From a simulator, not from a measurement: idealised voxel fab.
This section sets out a process module, namely voxel wiring stack.
Cross-section cut: width 265 nm, square cells of 5 nm.
Cross-section format: a grid of square cells, given as bands from top to bottom; each band is one or more rows of cells.
Heights first: top, then bottom, in nm. Then materials, left to right, each with a width in nm. "full width" on a single material: fills the band edge to edge. "blank": empty space.
Height datum 0, below which the as-received substrate wafer is one material. Lowest band open at the bottom, running downward: "top 0, no bottom".
The width entry "30 to 40" should be interpreted row by row: the top row of cells in the band takes the first number, the bottom row takes the second number, and the change between adjacent rows is uniform throughout.
You'll sometimes find "remained the same" written for a step, and that's the way of saying that nowhere in the cross-section did a cell change during that step.
Listed in "Fully enclosed voids": every empty space of 8 or more cells without an open way to the top. Form: width x height at distance, the distance being from the left edge, all in nm.
On a step's line, text after the settings is the simulator commenting on that step.
"overlay nm", when on a step's line for a step with a mask, measures how far to the right of its planned place the mask lay; a negative measure means to the left.
Note: before/after cross-section pairs follow, one process step per pair, after-side truncated at the lowest changed band, step and settings given beneath. Different runs of this module on the same starting wafer may supply the pairs; a pair continues the one above only where the "Pre-step cross-section" entry says so.

# Pre-step cross-section
	top 90, bottom 75  aC full width
	top 75, bottom 70  TiN full width
	top 70, bottom 55  W full width
	top 55, bottom 45  SiO2=55; Ru=15; SiO2=45; Ru=15; SiO2=45; Ru=15; SiO2=75
	top 45, bottom 35  SiCN=55 to 50; Ru=15 to 40; SiCN=45 to 20; Ru=15 to 40; SiCN=45 to 20; Ru=15 to 40; SiCN=75 to 55
	top 35, bottom 15  SiO2=55; TiN=5; W=20; TiN=5; SiO2=30; TiN=5; W=20; TiN=5; SiO2=30; TiN=5; W=20; TiN=5; SiO2=60
	top 15, bottom 10  SiCN=55; TiN=30; SiCN=30; TiN=30; SiCN=30; TiN=30; SiCN=60
	top 10, bottom 0  SiO2 full width
	top 0, no bottom  Si full width
	Fully enclosed voids: none

# Post-Step Appearance
	top 120, bottom 90  blank=55; resist=30; blank=30; resist=30; blank=30; resist=30; blank=60
	Below 90 it's all the same as before, nothing changed down there.
	Fully enclosed voids: none
To go from the before cross-section above to the after cross-section, apply PATTERN (tone cover; mask id METAL_2; material resist; width nm 30; pitch nm 60; thk nm 30; overlay nm 0)

Pre-step cross-section: carried over from the after image of the pair right above.

# Post-Step Appearance
	top 105, bottom 90  blank=55; resist=30; blank=30; resist=30; blank=30; resist=30; blank=60
	top 90, bottom 75  blank=55; aC=30; blank=30; aC=30; blank=30; aC=30; blank=60
	Below 75 it's all the same as before, nothing changed down there.
	Fully enclosed voids: none
To go from the before cross-section above to the after cross-section, apply DIRECTIONAL_ETCH (etch materials aC; depth nm 15)

Pre-step cross-section: carried over from the after image of the pair right above.

# Post-Step Appearance
	top 90, bottom 75  blank=55; aC=30; blank=30; aC=30; blank=30; aC=30; blank=60
	Below 75 it's all the same as before, nothing changed down there.
	Fully enclosed voids: none
To go from the before cross-section above to the after cross-section, apply STRIP (etch materials resist)

Pre-step cross-section: carried over from the after image of the pair right above.

# Post-Step Appearance
	top 90, bottom 75  blank=55; aC=30; blank=30; aC=30; blank=30; aC=30; blank=60
	top 75, bottom 70  blank=55; TiN=30; blank=30; TiN=30; blank=30; TiN=30; blank=60
	Below 70 it's all the same as before, nothing changed down there.
	Fully enclosed voids: none
To go from the before cross-section above to the after cross-section, apply DIRECTIONAL_ETCH (etch materials TiN; depth nm 5)

Pre-step cross-section: carried over from the after image of the pair right above.

# Post-Step Appearance
	top 75, bottom 70  blank=55; TiN=30; blank=30; TiN=30; blank=30; TiN=30; blank=60
	Below 70 it's all the same as before, nothing changed down there.
	Fully enclosed voids: none
To go from the before cross-section above to the after cross-section, apply STRIP (etch materials aC)

Pre-step cross-section: carried over from the after image of the pair right above.

# Post-Step Appearance
	top 80, bottom 75  blank=50; SiN=40; blank=20; SiN=40; blank=20; SiN=40; blank=55
	top 75, bottom 70  SiN=55; TiN=30; SiN=30; TiN=30; SiN=30; TiN=30; SiN=60
	Below 70 it's all the same as before, nothing changed down there.
	Fully enclosed voids: none
To go from the before cross-section above to the after cross-section, apply CONFORMAL_DEP (material SiN; thk nm 5)

Pre-step cross-section: carried over from the after image of the pair right above.

# Post-Step Appearance
	top 85, bottom 80  lowk full width
	top 80, bottom 75  lowk=50; SiN=40; lowk=20; SiN=40; lowk=20; SiN=40; lowk=55
	Below 75 it's all the same as before, nothing changed down there.
	Fully enclosed voids: none
To go from the before cross-section above to the after cross-section, apply FILL_DEP (material lowk; thk nm 5)

Pre-step cross-section: carried over from the after image of the pair right above.

# Post-Step Appearance
	top 75, bottom 70  SiN=55; TiN=30; SiN=30; TiN=30; SiN=30; TiN=30; SiN=60
	Below 70 it's all the same as before, nothing changed down there.
	Fully enclosed voids: none
To go from the before cross-section above to the after cross-section, apply CMP (height nm 75)

Pre-step cross-section: carried over from the after image of the pair right above.

# Post-Step Appearance
	top 80, bottom 75  SiCN full width
	Below 75 it's all the same as before, nothing changed down there.
	Fully enclosed voids: none
To go from the before cross-section above to the after cross-section, apply CONFORMAL_DEP (material SiCN; thk nm 5)

# Pre-step cross-section
	top 60, bottom 55  TiN full width
	top 55, bottom 45  SiO2=55; Ru=15; SiO2=45; Ru=15; SiO2=45; Ru=15; SiO2=75
	top 45, bottom 35  SiCN=55 to 50; Ru=15 to 40; SiCN=45 to 20; Ru=15 to 40; SiCN=45 to 20; Ru=15 to 40; SiCN=75 to 55
	top 35, bottom 15  SiO2=55; TiN=5; W=20; TiN=5; SiO2=30; TiN=5; W=20; TiN=5; SiO2=30; TiN=5; W=20; TiN=5; SiO2=60
	top 15, bottom 10  SiCN=55; TiN=30; SiCN=30; TiN=30; SiCN=30; TiN=30; SiCN=60
	top 10, bottom 0  SiO2 full width
	top 0, no bottom  Si full width
	Fully enclosed voids: none

# Post-Step Appearance
	top 65, bottom 60  W full width
	Below 60 it's all the same as before, nothing changed down there.
	Fully enclosed voids: none
To go from the before cross-section above to the after cross-section, apply DIRECTIONAL_DEP (material W; thk nm 5)

Pre-step cross-section: carried over from the after image of the pair right above.

# Post-Step Appearance
	top 80, bottom 65  aC full width
	Below 65 it's all the same as before, nothing changed down there.
	Fully enclosed voids: none
To go from the before cross-section above to the after cross-section, apply DIRECTIONAL_DEP (material aC; thk nm 15)

Pre-step cross-section: carried over from the after image of the pair right above.

# Post-Step Appearance
	top 110, bottom 80  blank=55; resist=30; blank=30; resist=30; blank=30; resist=30; blank=60
	Below 80 it's all the same as before, nothing changed down there.
	Fully enclosed voids: none
To go from the before cross-section above to the after cross-section, apply PATTERN (tone cover; mask id METAL_2; material resist; width nm 30; pitch nm 60; thk nm 30; overlay nm 0)

Pre-step cross-section: carried over from the after image of the pair right above.

# Post-Step Appearance
	top 95, bottom 80  blank=55; resist=30; blank=30; resist=30; blank=30; resist=30; blank=60
	top 80, bottom 65  blank=55; aC=30; blank=30; aC=30; blank=30; aC=30; blank=60
	Below 65 it's all the same as before, nothing changed down there.
	Fully enclosed voids: none
To go from the before cross-section above to the after cross-section, apply DIRECTIONAL_ETCH (etch materials aC; depth nm 15)

Pre-step cross-section: carried over from the after image of the pair right above.

# Post-Step Appearance
	top 80, bottom 65  blank=55; aC=30; blank=30; aC=30; blank=30; aC=30; blank=60
	Below 65 it's all the same as before, nothing changed down there.
	Fully enclosed voids: none
To go from the before cross-section above to the after cross-section, apply STRIP (etch materials resist)

Pre-step cross-section: carried over from the after image of the pair right above.

# Post-Step Appearance
	top 80, bottom 65  blank=55; aC=30; blank=30; aC=30; blank=30; aC=30; blank=60
	top 65, bottom 60  blank=55; W=30; blank=30; W=30; blank=30; W=30; blank=60
	Below 60 it's all the same as before, nothing changed down there.
	Fully enclosed voids: none
To go from the before cross-section above to the after cross-section, apply DIRECTIONAL_ETCH (etch materials W; depth nm 15)

Pre-step cross-section: carried over from the after image of the pair right above.

# Post-Step Appearance
	top 80, bottom 65  blank=55; aC=30; blank=30; aC=30; blank=30; aC=30; blank=60
	top 65, bottom 60  blank=55; W=30; blank=30; W=30; blank=30; W=30; blank=60
	top 60, bottom 55  blank=55; TiN=30; blank=30; TiN=30; blank=30; TiN=30; blank=60
	Below 55 it's all the same as before, nothing changed down there.
	Fully enclosed voids: none
To go from the before cross-section above to the after cross-section, apply DIRECTIONAL_ETCH (etch materials TiN; depth nm 5)

Pre-step cross-section: carried over from the after image of the pair right above.

# Post-Step Appearance
	top 65, bottom 60  blank=55; W=30; blank=30; W=30; blank=30; W=30; blank=60
	Below 60 it's all the same as before, nothing changed down there.
	Fully enclosed voids: none
To go from the before cross-section above to the after cross-section, apply STRIP (etch materials aC)

Pre-step cross-section: carried over from the after image of the pair right above.

# Post-Step Appearance
	top 70, bottom 65  blank=50; SiN=40; blank=20; SiN=40; blank=20; SiN=40; blank=55
	top 65, bottom 60  blank=50; SiN=5; W=30; SiN=5; blank=20; SiN=5; W=30; SiN=5; blank=20; SiN=5; W=30; SiN=5; blank=55
	top 60, bottom 55  SiN=55; TiN=30; SiN=30; TiN=30; SiN=30; TiN=30; SiN=60
	Below 55 it's all the same as before, nothing changed down there.
	Fully enclosed voids: none
To go from the before cross-section above to the after cross-section, apply CONFORMAL_DEP (material SiN; thk nm 5)

Pre-step cross-section: carried over from the after image of the pair right above.

# Post-Step Appearance
	top 75, bottom 70  lowk full width
	top 70, bottom 65  lowk=50; SiN=40; lowk=20; SiN=40; lowk=20; SiN=40; lowk=55
	top 65, bottom 60  lowk=50; SiN=5; W=30; SiN=5; lowk=20; SiN=5; W=30; SiN=5; lowk=20; SiN=5; W=30; SiN=5; lowk=55
	Below 60 it's all the same as before, nothing changed down there.
	Fully enclosed voids: none
To go from the before cross-section above to the after cross-section, apply FILL_DEP (material lowk; thk nm 5)

Pre-step cross-section: carried over from the after image of the pair right above.

# Post-Step Appearance
	top 80, bottom 75  SiCN full width
	Below 75 it's all the same as before, nothing changed down there.
	Fully enclosed voids: none
To go from the before cross-section above to the after cross-section, apply CONFORMAL_DEP (material SiCN; thk nm 5)

# Pre-step cross-section
	top 90, bottom 75  aC full width
	top 75, bottom 60  W full width
	top 60, bottom 55  TiN full width
	top 55, bottom 45  SiO2=55; Ru=15; SiO2=45; Ru=15; SiO2=45; Ru=15; SiO2=75
	top 45, bottom 35  SiCN=55 to 50; Ru=15 to 40; SiCN=45 to 20; Ru=15 to 40; SiCN=45 to 20; Ru=15 to 40; SiCN=75 to 55
	top 35, bottom 15  SiO2=55; TiN=5; W=20; TiN=5; SiO2=30; TiN=5; W=20; TiN=5; SiO2=30; TiN=5; W=20; TiN=5; SiO2=60
	top 15, bottom 10  SiCN=55; TiN=30; SiCN=30; TiN=30; SiCN=30; TiN=30; SiCN=60
	top 10, bottom 0  SiO2 full width
	top 0, no bottom  Si full width
	Fully enclosed voids: none

# Post-Step Appearance
	top 120, bottom 90  blank=55; resist=35; blank=25; resist=35; blank=25; resist=35; blank=55
	Below 90 it's all the same as before, nothing changed down there.
	Fully enclosed voids: none
To go from the before cross-section above to the after cross-section, apply PATTERN (tone cover; mask id METAL_2; material resist; width nm 35; pitch nm 60; thk nm 30; overlay nm 0)

Pre-step cross-section: carried over from the after image of the pair right above.

# Post-Step Appearance
	top 105, bottom 90  blank=55; resist=35; blank=25; resist=35; blank=25; resist=35; blank=55
	top 90, bottom 75  blank=55; aC=35; blank=25; aC=35; blank=25; aC=35; blank=55
	Below 75 it's all the same as before, nothing changed down there.
	Fully enclosed voids: none
To go from the before cross-section above to the after cross-section, apply DIRECTIONAL_ETCH (etch materials aC; depth nm 15)

Pre-step cross-section: carried over from the after image of the pair right above.

# Post-Step Appearance
	top 90, bottom 75  blank=55; aC=35; blank=25; aC=35; blank=25; aC=35; blank=55
	Below 75 it's all the same as before, nothing changed down there.
	Fully enclosed voids: none
To go from the before cross-section above to the after cross-section, apply STRIP (etch materials resist)

Pre-step cross-section: carried over from the after image of the pair right above.

# Post-Step Appearance
	top 90, bottom 75  blank=55; aC=35; blank=25; aC=35; blank=25; aC=35; blank=55
	top 75, bottom 60  blank=55; W=35; blank=25; W=35; blank=25; W=35; blank=55
	Below 60 it's all the same as before, nothing changed down there.
	Fully enclosed voids: none
To go from the before cross-section above to the after cross-section, apply DIRECTIONAL_ETCH (etch materials W; depth nm 15)

Pre-step cross-section: carried over from the after image of the pair right above.

# Post-Step Appearance
	top 90, bottom 75  blank=55; aC=35; blank=25; aC=35; blank=25; aC=35; blank=55
	top 75, bottom 60  blank=55; W=35; blank=25; W=35; blank=25; W=35; blank=55
	top 60, bottom 55  blank=55; TiN=35; blank=25; TiN=35; blank=25; TiN=35; blank=55
	Below 55 it's all the same as before, nothing changed down there.
	Fully enclosed voids: none
To go from the before cross-section above to the after cross-section, apply DIRECTIONAL_ETCH (etch materials TiN; depth nm 5)

Pre-step cross-section: carried over from the after image of the pair right above.

# Post-Step Appearance
	top 75, bottom 60  blank=55; W=35; blank=25; W=35; blank=25; W=35; blank=55
	Below 60 it's all the same as before, nothing changed down there.
	Fully enclosed voids: none
To go from the before cross-section above to the after cross-section, apply STRIP (etch materials aC)

Pre-step cross-section: carried over from the after image of the pair right above.

# Post-Step Appearance
	top 80, bottom 75  blank=50; SiN=45; blank=15; SiN=45; blank=15; SiN=45; blank=50
	top 75, bottom 60  blank=50; SiN=5; W=35; SiN=5; blank=15; SiN=5; W=35; SiN=5; blank=15; SiN=5; W=35; SiN=5; blank=50
	top 60, bottom 55  SiN=55; TiN=35; SiN=25; TiN=35; SiN=25; TiN=35; SiN=55
	Below 55 it's all the same as before, nothing changed down there.
	Fully enclosed voids: none
To go from the before cross-section above to the after cross-section, apply CONFORMAL_DEP (material SiN; thk nm 5)

Pre-step cross-section: carried over from the after image of the pair right above.

# Post-Step Appearance
	top 85, bottom 80  lowk full width
	top 80, bottom 75  lowk=50; SiN=45; lowk=15; SiN=45; lowk=15; SiN=45; lowk=50
	top 75, bottom 60  lowk=50; SiN=5; W=35; SiN=5; lowk=15; SiN=5; W=35; SiN=5; lowk=15; SiN=5; W=35; SiN=5; lowk=50
	Below 60 it's all the same as before, nothing changed down there.
	Fully enclosed voids: none
To go from the before cross-section above to the after cross-section, apply FILL_DEP (material lowk; thk nm 5)

Pre-step cross-section: carried over from the after image of the pair right above.

# Post-Step Appearance
	top 75, bottom 60  lowk=50; SiN=5; W=35; SiN=5; lowk=15; SiN=5; W=35; SiN=5; lowk=15; SiN=5; W=35; SiN=5; lowk=50
	Below 60 it's all the same as before, nothing changed down there.
	Fully enclosed voids: none
To go from the before cross-section above to the after cross-section, apply CMP (height nm 75)

Pre-step cross-section: carried over from the after image of the pair right above.

# Post-Step Appearance
	top 80, bottom 75  SiCN full width
	Below 75 it's all the same as before, nothing changed down there.
	Fully enclosed voids: none
To go from the before cross-section above to the after cross-section, apply CONFORMAL_DEP (material SiCN; thk nm 5)

# Pre-step cross-section
	top 55, bottom 45  SiO2 full width
	top 45, bottom 40  SiCN full width
	top 40, bottom 35  SiCN=50; Ru=40; SiCN=20; Ru=40; SiCN=20; Ru=40; SiCN=55
	top 35, bottom 15  SiO2=55; TiN=5; W=20; TiN=5; SiO2=30; TiN=5; W=20; TiN=5; SiO2=30; TiN=5; W=20; TiN=5; SiO2=60
	top 15, bottom 10  SiCN=55; TiN=30; SiCN=30; TiN=30; SiCN=30; TiN=30; SiCN=60
	top 10, bottom 0  SiO2 full width
	top 0, no bottom  Si full width
	Fully enclosed voids: none

# Post-Step Appearance
	top 70, bottom 55  resist=60; blank=15; resist=45; blank=15; resist=45; blank=15; resist=70
	Below 55 it's all the same as before, nothing changed down there.
	Fully enclosed voids: none
To go from the before cross-section above to the after cross-section, apply PATTERN (tone open; mask id PLUG_1; material resist; width nm 15; pitch nm 60; thk nm 15; overlay nm 5)

Pre-step cross-section: carried over from the after image of the pair right above.

# Post-Step Appearance
	top 70, bottom 55  resist=60; blank=15; resist=45; blank=15; resist=45; blank=15; resist=70
	top 55, bottom 45  SiO2=60; blank=15; SiO2=45; blank=15; SiO2=45; blank=15; SiO2=70
	Below 45 it's all the same as before, nothing changed down there.
	Fully enclosed voids: none
To go from the before cross-section above to the after cross-section, apply DIRECTIONAL_ETCH (etch materials SiO2; depth nm 10)

Pre-step cross-section: carried over from the after image of the pair right above.

# Post-Step Appearance
	top 70, bottom 55  resist=60; blank=15; resist=45; blank=15; resist=45; blank=15; resist=70
	top 55, bottom 45  SiO2=60; blank=15; SiO2=45; blank=15; SiO2=45; blank=15; SiO2=70
	top 45, bottom 40  SiCN=60; blank=15; SiCN=45; blank=15; SiCN=45; blank=15; SiCN=70
	Below 40 it's all the same as before, nothing changed down there.
	Fully enclosed voids: none
To go from the before cross-section above to the after cross-section, apply DIRECTIONAL_ETCH (etch materials SiCN; depth nm 5)

Pre-step cross-section: carried over from the after image of the pair right above.

# Post-Step Appearance
	top 55, bottom 45  SiO2=60; blank=15; SiO2=45; blank=15; SiO2=45; blank=15; SiO2=70
	Below 45 it's all the same as before, nothing changed down there.
	Fully enclosed voids: none
To go from the before cross-section above to the after cross-section, apply STRIP (etch materials resist)

Pre-step cross-section: carried over from the after image of the pair right above.

# Post-Step Appearance
	top 55, bottom 50  SiO2=60; blank=15; SiO2=45; blank=15; SiO2=45; blank=15; SiO2=70
	top 50, bottom 45  SiO2=60; Ru=15; SiO2=45; Ru=15; SiO2=45; Ru=15; SiO2=70
	top 45, bottom 35  SiCN=60 to 50; Ru=15 to 40; SiCN=45 to 20; Ru=15 to 40; SiCN=45 to 20; Ru=15 to 40; SiCN=70 to 55
	Below 35 it's all the same as before, nothing changed down there.
	Fully enclosed voids: none
To go from the before cross-section above to the after cross-section, apply EPI (material Ru; thk nm 10)

Pre-step cross-section: carried over from the after image of the pair right above.

# Post-Step Appearance
	top 55, bottom 45  SiO2=60; Ru=15; SiO2=45; Ru=15; SiO2=45; Ru=15; SiO2=70
	Below 45 it's all the same as before, nothing changed down there.
	Fully enclosed voids: none
To go from the before cross-section above to the after cross-section, apply EPI (material Ru; thk nm 5)

Pre-step cross-section: carried over from the after image of the pair right above.

# Post-Step Appearance
	top 60, bottom 55  TiN full width
	Below 55 it's all the same as before, nothing changed down there.
	Fully enclosed voids: none
To go from the before cross-section above to the after cross-section, apply DIRECTIONAL_DEP (material TiN; thk nm 5)

Pre-step cross-section: carried over from the after image of the pair right above.

# Post-Step Appearance
	top 75, bottom 60  W full width
	Below 60 it's all the same as before, nothing changed down there.
	Fully enclosed voids: none
To go from the before cross-section above to the after cross-section, apply DIRECTIONAL_DEP (material W; thk nm 15)

Pre-step cross-section: carried over from the after image of the pair right above.

# Post-Step Appearance
	top 90, bottom 75  aC full width
	Below 75 it's all the same as before, nothing changed down there.
	Fully enclosed voids: none
To go from the before cross-section above to the after cross-section, apply DIRECTIONAL_DEP (material aC; thk nm 15)

Pre-step cross-section: carried over from the after image of the pair right above.

# Post-Step Appearance
	top 120, bottom 90  blank=55; resist=30; blank=30; resist=30; blank=30; resist=30; blank=60
	Below 90 it's all the same as before, nothing changed down there.
	Fully enclosed voids: none
To go from the before cross-section above to the after cross-section, apply PATTERN (tone cover; mask id METAL_2; material resist; width nm 30; pitch nm 60; thk nm 30; overlay nm 0)

Pre-step cross-section: carried over from the after image of the pair right above.

# Post-Step Appearance
	top 105, bottom 90  blank=55; resist=30; blank=30; resist=30; blank=30; resist=30; blank=60
	top 90, bottom 75  blank=55; aC=30; blank=30; aC=30; blank=30; aC=30; blank=60
	Below 75 it's all the same as before, nothing changed down there.
	Fully enclosed voids: none
To go from the before cross-section above to the after cross-section, apply DIRECTIONAL_ETCH (etch materials aC; depth nm 15)

Pre-step cross-section: carried over from the after image of the pair right above.

# Post-Step Appearance
	top 90, bottom 75  blank=55; aC=30; blank=30; aC=30; blank=30; aC=30; blank=60
	Below 75 it's all the same as before, nothing changed down there.
	Fully enclosed voids: none
To go from the before cross-section above to the after cross-section, apply STRIP (etch materials resist)

Pre-step cross-section: carried over from the after image of the pair right above.

# Post-Step Appearance
	top 90, bottom 75  blank=55; aC=30; blank=30; aC=30; blank=30; aC=30; blank=60
	top 75, bottom 60  blank=55; W=30; blank=30; W=30; blank=30; W=30; blank=60
	Below 60 it's all the same as before, nothing changed down there.
	Fully enclosed voids: none
To go from the before cross-section above to the after cross-section, apply DIRECTIONAL_ETCH (etch materials W; depth nm 15)

Pre-step cross-section: carried over from the after image of the pair right above.

# Post-Step Appearance
	top 90, bottom 75  blank=55; aC=30; blank=30; aC=30; blank=30; aC=30; blank=60
	top 75, bottom 60  blank=55; W=30; blank=30; W=30; blank=30; W=30; blank=60
	top 60, bottom 55  blank=55; TiN=30; blank=30; TiN=30; blank=30; TiN=30; blank=60
	Below 55 it's all the same as before, nothing changed down there.
	Fully enclosed voids: none
To go from the before cross-section above to the after cross-section, apply DIRECTIONAL_ETCH (etch materials TiN; depth nm 5)

Pre-step cross-section: carried over from the after image of the pair right above.

# Post-Step Appearance
	top 75, bottom 60  blank=55; W=30; blank=30; W=30; blank=30; W=30; blank=60
	Below 60 it's all the same as before, nothing changed down there.
	Fully enclosed voids: none
To go from the before cross-section above to the after cross-section, apply STRIP (etch materials aC)

Pre-step cross-section: carried over from the after image of the pair right above.

# Post-Step Appearance
	top 80, bottom 75  blank=50; SiN=40; blank=20; SiN=40; blank=20; SiN=40; blank=55
	top 75, bottom 60  blank=50; SiN=5; W=30; SiN=5; blank=20; SiN=5; W=30; SiN=5; blank=20; SiN=5; W=30; SiN=5; blank=55
	top 60, bottom 55  SiN=55; TiN=30; SiN=30; TiN=30; SiN=30; TiN=30; SiN=60
	Below 55 it's all the same as before, nothing changed down there.
	Fully enclosed voids: none
To go from the before cross-section above to the after cross-section, apply CONFORMAL_DEP (material SiN; thk nm 5)

Pre-step cross-section: carried over from the after image of the pair right above.

# Post-Step Appearance
	top 85, bottom 80  lowk full width
	top 80, bottom 75  lowk=50; SiN=40; lowk=20; SiN=40; lowk=20; SiN=40; lowk=55
	top 75, bottom 60  lowk=50; SiN=5; W=30; SiN=5; lowk=20; SiN=5; W=30; SiN=5; lowk=20; SiN=5; W=30; SiN=5; lowk=55
	Below 60 it's all the same as before, nothing changed down there.
	Fully enclosed voids: none
To go from the before cross-section above to the after cross-section, apply FILL_DEP (material lowk; thk nm 5)

Pre-step cross-section: carried over from the after image of the pair right above.

# Post-Step Appearance
	top 75, bottom 60  lowk=50; SiN=5; W=30; SiN=5; lowk=20; SiN=5; W=30; SiN=5; lowk=20; SiN=5; W=30; SiN=5; lowk=55
	Below 60 it's all the same as before, nothing changed down there.
	Fully enclosed voids: none
To go from the before cross-section above to the after cross-section, apply CMP (height nm 75)

Pre-step cross-section: carried over from the after image of the pair right above.

# Post-Step Appearance
	top 80, bottom 75  SiCN full width
	Below 75 it's all the same as before, nothing changed down there.
	Fully enclosed voids: none
To go from the before cross-section above to the after cross-section, apply CONFORMAL_DEP (material SiCN; thk nm 5)

# Pre-step cross-section
	top 15, bottom 10  SiCN full width
	top 10, bottom 0  SiO2 full width
	top 0, no bottom  Si full width
	Fully enclosed voids: none

# Post-Step Appearance
	top 35, bottom 15  TiN full width
	Below 15 it's all the same as before, nothing changed down there.
	Fully enclosed voids: none
To go from the before cross-section above to the after cross-section, apply DIRECTIONAL_DEP (material TiN; thk nm 20)

Pre-step cross-section: carried over from the after image of the pair right above.

# Post-Step Appearance
	top 50, bottom 35  aC full width
	Below 35 it's all the same as before, nothing changed down there.
	Fully enclosed voids: none
To go from the before cross-section above to the after cross-section, apply DIRECTIONAL_DEP (material aC; thk nm 15)

Pre-step cross-section: carried over from the after image of the pair right above.

# Post-Step Appearance
	top 85, bottom 50  resist=55; blank=30; resist=30; blank=30; resist=30; blank=30; resist=60
	Below 50 it's all the same as before, nothing changed down there.
	Fully enclosed voids: none
To go from the before cross-section above to the after cross-section, apply PATTERN (tone open; mask id METAL_1; material resist; width nm 30; pitch nm 60; thk nm 35; overlay nm 0)

Pre-step cross-section: carried over from the after image of the pair right above.

# Post-Step Appearance
	top 70, bottom 50  resist=55; blank=30; resist=30; blank=30; resist=30; blank=30; resist=60
	top 50, bottom 35  aC=55; blank=30; aC=30; blank=30; aC=30; blank=30; aC=60
	Below 35 it's all the same as before, nothing changed down there.
	Fully enclosed voids: none
To go from the before cross-section above to the after cross-section, apply DIRECTIONAL_ETCH (etch materials aC; depth nm 15)

Pre-step cross-section: carried over from the after image of the pair right above.

# Post-Step Appearance
	top 50, bottom 35  aC=55; blank=30; aC=30; blank=30; aC=30; blank=30; aC=60
	Below 35 it's all the same as before, nothing changed down there.
	Fully enclosed voids: none
To go from the before cross-section above to the after cross-section, apply STRIP (etch materials resist)

Pre-step cross-section: carried over from the after image of the pair right above.

# Post-Step Appearance
	top 35, bottom 15  TiN full width
	Below 15 it's all the same as before, nothing changed down there.
	Fully enclosed voids: none
To go from the before cross-section above to the after cross-section, apply STRIP (etch materials aC)

Pre-step cross-section: carried over from the after image of the pair right above.

# Post-Step Appearance
	top 40, bottom 15  TiN full width
	Below 15 it's all the same as before, nothing changed down there.
	Fully enclosed voids: none
To go from the before cross-section above to the after cross-section, apply CONFORMAL_DEP (material TiN; thk nm 5)

Pre-step cross-section: carried over from the after image of the pair right above.

# Post-Step Appearance
	top 45, bottom 40  W full width
	Below 40 it's all the same as before, nothing changed down there.
	Fully enclosed voids: none
To go from the before cross-section above to the after cross-section, apply FILL_DEP (material W; thk nm 5)

Pre-step cross-section: carried over from the after image of the pair right above.

# Post-Step Appearance
	top 35, bottom 15  TiN full width
	Below 15 it's all the same as before, nothing changed down there.
	Fully enclosed voids: none
To go from the before cross-section above to the after cross-section, apply CMP (height nm 35)

Pre-step cross-section: carried over from the after image of the pair right above.

# Post-Step Appearance
	top 40, bottom 35  Ru full width
	Below 35 it's all the same as before, nothing changed down there.
	Fully enclosed voids: none
To go from the before cross-section above to the after cross-section, apply EPI (material Ru; thk nm 5)

Pre-step cross-section: carried over from the after image of the pair right above.

# Post-Step Appearance
	top 45, bottom 40  SiCN full width
	Below 40 it's all the same as before, nothing changed down there.
	Fully enclosed voids: none
To go from the before cross-section above to the after cross-section, apply FILL_DEP (material SiCN; thk nm 5)

Pre-step cross-section: carried over from the after image of the pair right above.

# Post-Step Appearance
	top 55, bottom 45  SiO2 full width
	Below 45 it's all the same as before, nothing changed down there.
	Fully enclosed voids: none
To go from the before cross-section above to the after cross-section, apply DIRECTIONAL_DEP (material SiO2; thk nm 10)

Pre-step cross-section: carried over from the after image of the pair right above.

# Post-Step Appearance
	top 70, bottom 55  resist=55; blank=15; resist=45; blank=15; resist=45; blank=15; resist=75
	Below 55 it's all the same as before, nothing changed down there.
	Fully enclosed voids: none
To go from the before cross-section above to the after cross-section, apply PATTERN (tone open; mask id PLUG_1; material resist; width nm 15; pitch nm 60; thk nm 15; overlay nm 0)

Pre-step cross-section: carried over from the after image of the pair right above.

# Post-Step Appearance
	top 70, bottom 55  resist=55; blank=15; resist=45; blank=15; resist=45; blank=15; resist=75
	top 55, bottom 45  SiO2=55; blank=15; SiO2=45; blank=15; SiO2=45; blank=15; SiO2=75
	Below 45 it's all the same as before, nothing changed down there.
	Fully enclosed voids: none
To go from the before cross-section above to the after cross-section, apply DIRECTIONAL_ETCH (etch materials SiO2; depth nm 10)

Pre-step cross-section: carried over from the after image of the pair right above.

# Post-Step Appearance
	top 70, bottom 55  resist=55; blank=15; resist=45; blank=15; resist=45; blank=15; resist=75
	top 55, bottom 45  SiO2=55; blank=15; SiO2=45; blank=15; SiO2=45; blank=15; SiO2=75
	top 45, bottom 40  SiCN=55; blank=15; SiCN=45; blank=15; SiCN=45; blank=15; SiCN=75
	Below 40 it's all the same as before, nothing changed down there.
	Fully enclosed voids: none
To go from the before cross-section above to the after cross-section, apply DIRECTIONAL_ETCH (etch materials SiCN; depth nm 5)

Pre-step cross-section: carried over from the after image of the pair right above.

# Post-Step Appearance
	top 55, bottom 45  SiO2=55; blank=15; SiO2=45; blank=15; SiO2=45; blank=15; SiO2=75
	Below 45 it's all the same as before, nothing changed down there.
	Fully enclosed voids: none
To go from the before cross-section above to the after cross-section, apply STRIP (etch materials resist)

Pre-step cross-section: carried over from the after image of the pair right above.

# Post-Step Appearance
	top 55, bottom 50  SiO2=55; blank=15; SiO2=45; blank=15; SiO2=45; blank=15; SiO2=75
	top 50, bottom 45  SiO2=55; Ru=15; SiO2=45; Ru=15; SiO2=45; Ru=15; SiO2=75
	top 45, bottom 40  SiCN=55; Ru=15; SiCN=45; Ru=15; SiCN=45; Ru=15; SiCN=75
	Below 40 it's all the same as before, nothing changed down there.
	Fully enclosed voids: none
To go from the before cross-section above to the after cross-section, apply EPI (material Ru; thk nm 10)

Pre-step cross-section: carried over from the after image of the pair right above.

# Post-Step Appearance
	top 55, bottom 45  SiO2=55; Ru=15; SiO2=45; Ru=15; SiO2=45; Ru=15; SiO2=75
	Below 45 it's all the same as before, nothing changed down there.
	Fully enclosed voids: none
To go from the before cross-section above to the after cross-section, apply EPI (material Ru; thk nm 5)

Pre-step cross-section: carried over from the after image of the pair right above.

# Post-Step Appearance
	top 60, bottom 55  TiN full width
	Below 55 it's all the same as before, nothing changed down there.
	Fully enclosed voids: none
To go from the before cross-section above to the after cross-section, apply DIRECTIONAL_DEP (material TiN; thk nm 5)

Pre-step cross-section: carried over from the after image of the pair right above.

# Post-Step Appearance
	top 75, bottom 60  W full width
	Below 60 it's all the same as before, nothing changed down there.
	Fully enclosed voids: none
To go from the before cross-section above to the after cross-section, apply DIRECTIONAL_DEP (material W; thk nm 15)

Pre-step cross-section: carried over from the after image of the pair right above.

# Post-Step Appearance
	top 90, bottom 75  aC full width
	Below 75 it's all the same as before, nothing changed down there.
	Fully enclosed voids: none
To go from the before cross-section above to the after cross-section, apply DIRECTIONAL_DEP (material aC; thk nm 15)

Pre-step cross-section: carried over from the after image of the pair right above.

# Post-Step Appearance
	top 120, bottom 90  blank=55; resist=30; blank=30; resist=30; blank=30; resist=30; blank=60
	Below 90 it's all the same as before, nothing changed down there.
	Fully enclosed voids: none
To go from the before cross-section above to the after cross-section, apply PATTERN (tone cover; mask id METAL_2; material resist; width nm 30; pitch nm 60; thk nm 30; overlay nm 0)
